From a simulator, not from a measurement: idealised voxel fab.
This is a process module. Its name is voxel self aligned vias.
Pictured: cross-section cut, 255 nm wide, on a grid of 5 nm square cells.
Cross-sections here: square-cell grids, written as top-down lists of bands, a band being one or more rows of cells. Look at the band entry: it leads with the top's height and the bottom's height in nm. Then it lists the materials left to right, with a width in nm for each. The word "full width" on a single material says that material fills the band edge to edge. The word "air" is empty space. Measure heights from 0. That's the level where, below it, the as-received wafer is all one material. The lowest band is bottomless and extends downward; write it as in "0 and below". A width given as "30->40" starts at the first number in the band's top row and ends at the second number in its bottom row, shifting by an equal amount at every step from row to row. "nothing different" for a step: no cell of the cross-section changed in that step. "Catalogued sealed voids" contains a list of empty spaces, each no smaller than 8 cells and without an open way to the top, written in the form width x height at distance with the distance from the left edge and all three in nm. If you see something after the settings on a step's line, that's the simulator's own remark about that step. Each step line may optionally specify "overlay nm", which for a step with a mask gives the rightward distance between the mask's planned place and where it lay, a negative value indicating the leftward direction.

## The following list gives the planned process steps
1: RECEIVE with material Si
2: CONFORMAL_DEP with material SiO2, thk nm 10
3: CONFORMAL_DEP with material SiCN, thk nm 5
4: DIRECTIONAL_DEP with material lowk, thk nm 25
5: PATTERN with tone open, mask id LINES, material resist, width nm 25, pitch nm 55, thk nm 20, overlay nm 0
6: DIRECTIONAL_ETCH with etch materials lowk, depth nm 25
7: STRIP with etch materials resist
8: CONFORMAL_DEP with material TiN, thk nm 5
9: FILL_DEP with material Ru, thk nm 10
10: CMP with height nm 40
11: SELECTIVE_ETCH with etch materials W Ru TiN, depth nm 5
12: FILL_DEP with material SiN, thk nm 10
13: CMP with height nm 40
14: DIRECTIONAL_DEP with material lowk, thk nm 15
15: DIRECTIONAL_DEP with material aC, thk nm 15
16: PATTERN with tone open, mask id VIAS, material resist, width nm 35, pitch nm 55, thk nm 30, overlay nm 0
17: DIRECTIONAL_ETCH with etch materials aC, depth nm 15
18: STRIP with etch materials resist
19: DIRECTIONAL_ETCH with etch materials lowk, depth nm 15
20: DIRECTIONAL_ETCH with etch materials SiN, depth nm 5
21: STRIP with etch materials aC
22: CONFORMAL_DEP with material TiN, thk nm 5
23: FILL_DEP with material Cu, thk nm 10
24: CMP with height nm 55
25: CONFORMAL_DEP with material SiCN, thk nm 5

## As received (post step 1): cross-section
- 0 and below  Si full width
- Catalogued sealed voids: none

## Starting wafer: above. Plan: above. Run: one mistake. Cross-section after the module: below
- 60 down to 55  SiCN full width
- 55 down to 45  70 lowk  5 TiN  25 Cu  5 TiN  20 lowk  5 TiN  25 Cu  5 TiN  95 lowk
- 45 down to 40  70 lowk  20 TiN  10 Cu  5 TiN  20 lowk  20 TiN  10 Cu  5 TiN  95 lowk
- 40 down to 35  85 lowk  20 TiN  5 SiN  30 lowk  20 TiN  5 SiN  90 lowk
- 35 down to 20  85 lowk  5 TiN  15 Ru  5 TiN  30 lowk  5 TiN  15 Ru  5 TiN  90 lowk
- 20 down to 15  85 lowk  25 TiN  30 lowk  25 TiN  90 lowk
- 15 down to 10  SiCN full width
- 10 down to 0  SiO2 full width
- 0 and below  Si full width
- Catalogued sealed voids: none
Short version of what went wrong: step 16 off recipe, ran as PATTERN with tone open, mask id VIAS, material resist, width nm 35, pitch nm 55, thk nm 30, overlay nm -10
